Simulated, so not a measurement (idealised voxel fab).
The following process module bears the name voxel double patterning.
cross-section cut | 290 nm wide | cells 5 nm
Each cross-section below is a grid of square cells, stated as bands in top-down order, with one or more rows of cells making up each band.
It is stipulated that each band's entry specify, in nanometres, the height of the top of the band and then that of its bottom, followed by the materials of the band in left-to-right sequence, each together with its width in nanometres. A single material marked by the word "everywhere" is understood to fill the band from edge to edge; the word "blank" is understood to denote empty space.
Heights are measured from 0, the level below which the as-received wafer is all one material; the lowest band has no bottom and continues downward, written as in "0 and below".
Top row gets the first number, bottom row gets the second, and each row in between changes by the same step: that is how a band width like "30 to 40" works.
"all unchanged" -> step changed no cross-section cell.
"Internal closed voids" - sealed voids, min. 8 cells, no opening to top; format: width x height at distance (distance from left edge; nm throughout).
after a step's settings: what the simulator itself notes on the step
overlay nm, on a step with a mask: how far to the right of its planned place the mask lay; to the left if negative
THE STEPS PLANNED FOR THE PROCESS ARE AS FOLLOWS
| 1 | RECEIVE, material Si |
| 2 | CONFORMAL_DEP, material SiO2, thk nm 5 |
| 3 | DIRECTIONAL_DEP, material TiN, thk nm 20 |
| 4 | DIRECTIONAL_DEP, material SiCN, thk nm 10 |
| 5 | DIRECTIONAL_DEP, material aC, thk nm 10 |
| 6 | PATTERN, tone open, mask id FIRST, material resist, width nm 15, pitch nm 50, thk nm 25, overlay nm 0 |
| 7 | DIRECTIONAL_ETCH, etch materials aC, depth nm 10 |
| 8 | STRIP, etch materials resist |
| 9 | DIRECTIONAL_ETCH, etch materials SiCN, depth nm 10 |
| 10 | STRIP, etch materials aC |
| 11 | DIRECTIONAL_DEP, material aC, thk nm 15 |
| 12 | PATTERN, tone open, mask id SECOND, material resist, width nm 15, pitch nm 50, thk nm 35, overlay nm 0 |
| 13 | DIRECTIONAL_ETCH, etch materials aC, depth nm 15 |
| 14 | STRIP, etch materials resist |
| 15 | DIRECTIONAL_ETCH, etch materials SiCN, depth nm 10 |
| 16 | STRIP, etch materials aC |
| 17 | DIRECTIONAL_ETCH, etch materials TiN, depth nm 20 |
| 18 | STRIP, etch materials SiCN |
CROSS-SECTION OF THE WAFER UPON ARRIVAL, REPRESENTING THE STATE REACHED AFTER STEP 1
	0 and below: Si everywhere
	Internal closed voids: none
RESULT OF THE MODULE, CROSS-SECTIONED: START PER ABOVE, PLAN PER ABOVE, ONE ERROR IN HOW IT WAS RUN
	20 down to 0: 85 nm TiN, 15 nm blank, 10 nm TiN, 15 nm blank, 10 nm TiN, 15 nm blank, 10 nm TiN, 15 nm blank, 10 nm TiN, 15 nm blank, 90 nm TiN
	0 and below: Si everywhere
	Internal closed voids: none
Plan not followed: step 2 of the plan was omitted and not executed
